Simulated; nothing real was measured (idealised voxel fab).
Name of the process module below: voxel self aligned vias
Each square cell in cross-section cut measures 5 nm, and the section as a whole is 220 nm wide.
A cross-section is written here as square cells arranged in a grid, and it is given in bands from the top down, each band taking up one or more rows of cells.
Top height, bottom height, nm. Materials left to right, width each, nm. Single material + "everywhere" = fills band edge to edge. "blank" = empty.
The reference from which all heights are counted is 0, the level beneath which the as-received wafer is entirely one material; the lowest band, having no lower bound, proceeds downward and is written after the example "0 down".
Width "30..40": first value at the band's top row of cells, second value at its bottom row, equal change from row to row.
"everything unchanged" -> step changed no cross-section cell.
Entry "Entrapped voids". Content: empty spaces with no open connection to the top, size 8 cells or greater. Each: width x height at distance. Distance: from left edge. Unit: nm.
On each step's line, the part that comes after the settings is the simulator's own comment on the step.
What "overlay nm" on a step's line means: if the step has a mask, that mask lay this far to the right of its planned place, or, when the value is negative, to the left.
The planned process steps are enumerated hereunder
1. RECEIVE: material Si
2. CONFORMAL_DEP: material SiO2, thk nm 10
3. CONFORMAL_DEP: material SiCN, thk nm 5
4. DIRECTIONAL_DEP: material lowk, thk nm 20
5. PATTERN: tone open, mask id LINES, material resist, width nm 25, pitch nm 70, thk nm 15, overlay nm 0
6. DIRECTIONAL_ETCH: etch materials lowk, depth nm 20
7. STRIP: etch materials resist
8. CONFORMAL_DEP: material TiN, thk nm 5
9. FILL_DEP: material W, thk nm 5
10. CMP: height nm 35
11. SELECTIVE_ETCH: etch materials W Ru TiN, depth nm 5
12. FILL_DEP: material SiN, thk nm 5
13. CMP: height nm 35
14. DIRECTIONAL_DEP: material lowk, thk nm 20
15. PATTERN: tone open, mask id VIAS, material resist, width nm 45, thk nm 20, overlay nm 0
16. DIRECTIONAL_ETCH: etch materials lowk, depth nm 20
17. DIRECTIONAL_ETCH: etch materials SiN, depth nm 5
18. STRIP: etch materials resist
19. CONFORMAL_DEP: material TiN, thk nm 5
20. FILL_DEP: material W, thk nm 5
21. CMP: height nm 55
22. CONFORMAL_DEP: material SiCN, thk nm 5
Incoming wafer, cross-sectional view, post step 1
- 0 down  Si everywhere
- Entrapped voids: none
End state of the module in cross-section, given the above starting point and plan and one mistake in execution
- 60 to 55  SiCN everywhere
- 55 to 35  lowk 50 nm / TiN 5 nm / W 35 nm / TiN 5 nm / lowk 125 nm
- 35 to 30  SiN 50 nm / TiN 45 nm / SiN 125 nm
- 30 to 25  TiN 65 nm / W 15 nm / TiN 55 nm / W 15 nm / TiN 70 nm
- 25 to 10  lowk 60 nm / TiN 5 nm / W 15 nm / TiN 5 nm / lowk 45 nm / TiN 5 nm / W 15 nm / TiN 5 nm / lowk 65 nm
- 10 to 5  lowk 60 nm / TiN 25 nm / lowk 45 nm / TiN 25 nm / lowk 65 nm
- 5 to 0  SiCN everywhere
- 0 down  Si everywhere
- Entrapped voids: none
Deviation noted in wafer processing: step 2 was left out
